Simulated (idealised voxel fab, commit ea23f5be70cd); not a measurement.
Title: Process Module voxel air gaps
It is cross-section cut that appears here, measuring 165 nm in width, its square cells being 5 nm in size.
Cross-section = grid of square cells, listed top down in bands; band = one or more rows.
Read a band's entry like this: the first values are the height of its top and the height of its bottom in nm, and what follows is the sequence of materials from left to right, each with its width in nm. Note that "air" is empty space, and that a single material marked "all across" reaches across the band from edge to edge.
Heights from 0 (as-received wafer is one material below). Bottom band endless downward, as "0 -> down".
Top row gets the first number, bottom row gets the second, and each row in between changes by the same step: that is how a band width like "30 to 40" works.
For the purposes of this document, the phrase "same as before" attached to a step denotes that no cell within the cross-section was modified by that step.
So "Voids, sealed" is basically the list of trapped voids: any empty space of 8 cells or more that can't reach the top through an opening. They're written width x height at distance, the distance being from the left edge, and it's all nm.
Formally, on a step line, whatever follows the settings is a remark that the simulator itself makes on the step.
"overlay nm", when on a step's line for a step with a mask, measures how far to the right of its planned place the mask lay; a negative measure means to the left.
### Set out below are the planned steps of the process
1 RECEIVE with material Si
2 CONFORMAL_DEP with material SiO2, thk nm 15
3 CONFORMAL_DEP with material SiN, thk nm 5
4 DIRECTIONAL_DEP with material SiO2, thk nm 40
5 PATTERN with tone open, mask id LINES, material resist, width nm 15, pitch nm 40, thk nm 15, overlay nm 0
6 DIRECTIONAL_ETCH with etch materials SiO2, depth nm 40
7 STRIP with etch materials resist
8 CONFORMAL_DEP with material TiN, thk nm 5
9 FILL_DEP with material W, thk nm 10
10 CMP with height nm 60
11 EPI with material Ru, thk nm 10
12 SELECTIVE_ETCH with etch materials SiO2, depth nm 50
13 CONFORMAL_DEP with material SiCN, thk nm 5
### The first of the two wafers, which ran as planned
### As-received state of the wafer in cross-section, equivalent to post-step 1
0 -> down  Si all across
Voids, sealed: none
### How the wafer stands in section after step 2
15 -> 0  SiO2 all across
No changes below 0.
### How the wafer stands in section after step 3
20 -> 15  SiN all across
No changes below 15.
### How the wafer stands in section after step 4
60 -> 20  SiO2 all across
No changes below 20.
### How the wafer stands in section after step 5
75 -> 60  35 nm resist | 15 nm air | 25 nm resist | 15 nm air | 25 nm resist | 15 nm air | 35 nm resist
No changes below 60.
### How the wafer stands in section after step 6
75 -> 60  35 nm resist | 15 nm air | 25 nm resist | 15 nm air | 25 nm resist | 15 nm air | 35 nm resist
60 -> 20  35 nm SiO2 | 15 nm air | 25 nm SiO2 | 15 nm air | 25 nm SiO2 | 15 nm air | 35 nm SiO2
No changes below 20.
### How the wafer stands in section after step 7
60 -> 20  35 nm SiO2 | 15 nm air | 25 nm SiO2 | 15 nm air | 25 nm SiO2 | 15 nm air | 35 nm SiO2
No changes below 20.
### How the wafer stands in section after step 8
65 -> 60  40 nm TiN | 5 nm air | 35 nm TiN | 5 nm air | 35 nm TiN | 5 nm air | 40 nm TiN
60 -> 25  35 nm SiO2 | 5 nm TiN | 5 nm air | 5 nm TiN | 25 nm SiO2 | 5 nm TiN | 5 nm air | 5 nm TiN | 25 nm SiO2 | 5 nm TiN | 5 nm air | 5 nm TiN | 35 nm SiO2
25 -> 20  35 nm SiO2 | 15 nm TiN | 25 nm SiO2 | 15 nm TiN | 25 nm SiO2 | 15 nm TiN | 35 nm SiO2
No changes below 20.
### How the wafer stands in section after step 9
75 -> 65  W all across
65 -> 60  40 nm TiN | 5 nm W | 35 nm TiN | 5 nm W | 35 nm TiN | 5 nm W | 40 nm TiN
60 -> 25  35 nm SiO2 | 5 nm TiN | 5 nm W | 5 nm TiN | 25 nm SiO2 | 5 nm TiN | 5 nm W | 5 nm TiN | 25 nm SiO2 | 5 nm TiN | 5 nm W | 5 nm TiN | 35 nm SiO2
No changes below 25.
### How the wafer stands in section after step 10
60 -> 25  35 nm SiO2 | 5 nm TiN | 5 nm W | 5 nm TiN | 25 nm SiO2 | 5 nm TiN | 5 nm W | 5 nm TiN | 25 nm SiO2 | 5 nm TiN | 5 nm W | 5 nm TiN | 35 nm SiO2
No changes below 25.
### How the wafer stands in section after step 11
70 -> 60  25 nm air | 35 nm Ru | 5 nm air | 35 nm Ru | 5 nm air | 35 nm Ru | 25 nm air
No changes below 60.
### How the wafer stands in section after step 12
70 -> 60  25 nm air | 35 nm Ru | 5 nm air | 35 nm Ru | 5 nm air | 35 nm Ru | 25 nm air
60 -> 25  35 nm air | 5 nm TiN | 5 nm W | 5 nm TiN | 25 nm air | 5 nm TiN | 5 nm W | 5 nm TiN | 25 nm air | 5 nm TiN | 5 nm W | 5 nm TiN | 35 nm air
25 -> 20  35 nm air | 15 nm TiN | 25 nm air | 15 nm TiN | 25 nm air | 15 nm TiN | 35 nm air
No changes below 20.
### How the wafer stands in section after step 13
75 -> 70  20 nm air | 125 nm SiCN | 20 nm air
70 -> 60  20 nm air | 5 nm SiCN | 35 nm Ru | 5 nm SiCN | 35 nm Ru | 5 nm SiCN | 35 nm Ru | 5 nm SiCN | 20 nm air
60 -> 55  20 nm air | 15 nm SiCN | 5 nm TiN | 5 nm W | 5 nm TiN | 25 nm SiCN | 5 nm TiN | 5 nm W | 5 nm TiN | 25 nm SiCN | 5 nm TiN | 5 nm W | 5 nm TiN | 15 nm SiCN | 20 nm air
55 -> 25  30 nm air | 5 nm SiCN | 5 nm TiN | 5 nm W | 5 nm TiN | 5 nm SiCN | 15 nm air | 5 nm SiCN | 5 nm TiN | 5 nm W | 5 nm TiN | 5 nm SiCN | 15 nm air | 5 nm SiCN | 5 nm TiN | 5 nm W | 5 nm TiN | 5 nm SiCN | 30 nm air
25 -> 20  35 nm SiCN | 15 nm TiN | 25 nm SiCN | 15 nm TiN | 25 nm SiCN | 15 nm TiN | 35 nm SiCN
No changes below 20.
Voids, sealed: 15 x 30 at 55; 15 x 30 at 95
### Regarding the second of the two wafers: it shared the first wafer's starting condition and process plan, yet one error occurred during its execution. Its history coincides with that of the first wafer up to and including step 12
### Second wafer: cross-section at the scheduled end of step 13
75 -> 70  20 nm air | 125 nm SiO2 | 20 nm air
70 -> 60  20 nm air | 5 nm SiO2 | 35 nm Ru | 5 nm SiO2 | 35 nm Ru | 5 nm SiO2 | 35 nm Ru | 5 nm SiO2 | 20 nm air
60 -> 55  20 nm air | 15 nm SiO2 | 5 nm TiN | 5 nm W | 5 nm TiN | 25 nm SiO2 | 5 nm TiN | 5 nm W | 5 nm TiN | 25 nm SiO2 | 5 nm TiN | 5 nm W | 5 nm TiN | 15 nm SiO2 | 20 nm air
55 -> 25  30 nm air | 5 nm SiO2 | 5 nm TiN | 5 nm W | 5 nm TiN | 5 nm SiO2 | 15 nm air | 5 nm SiO2 | 5 nm TiN | 5 nm W | 5 nm TiN | 5 nm SiO2 | 15 nm air | 5 nm SiO2 | 5 nm TiN | 5 nm W | 5 nm TiN | 5 nm SiO2 | 30 nm air
25 -> 20  35 nm SiO2 | 15 nm TiN | 25 nm SiO2 | 15 nm TiN | 25 nm SiO2 | 15 nm TiN | 35 nm SiO2
No changes below 20.
Voids, sealed: 15 x 30 at 55; 15 x 30 at 95
Nonconformance to the process plan: note that step 13 departed from the planned setting and was carried out as CONFORMAL_DEP with material SiO2, thk nm 5
Final difference in cells, second wafer against first, listed per material as more or fewer: SiCN -109 | SiO2 +109
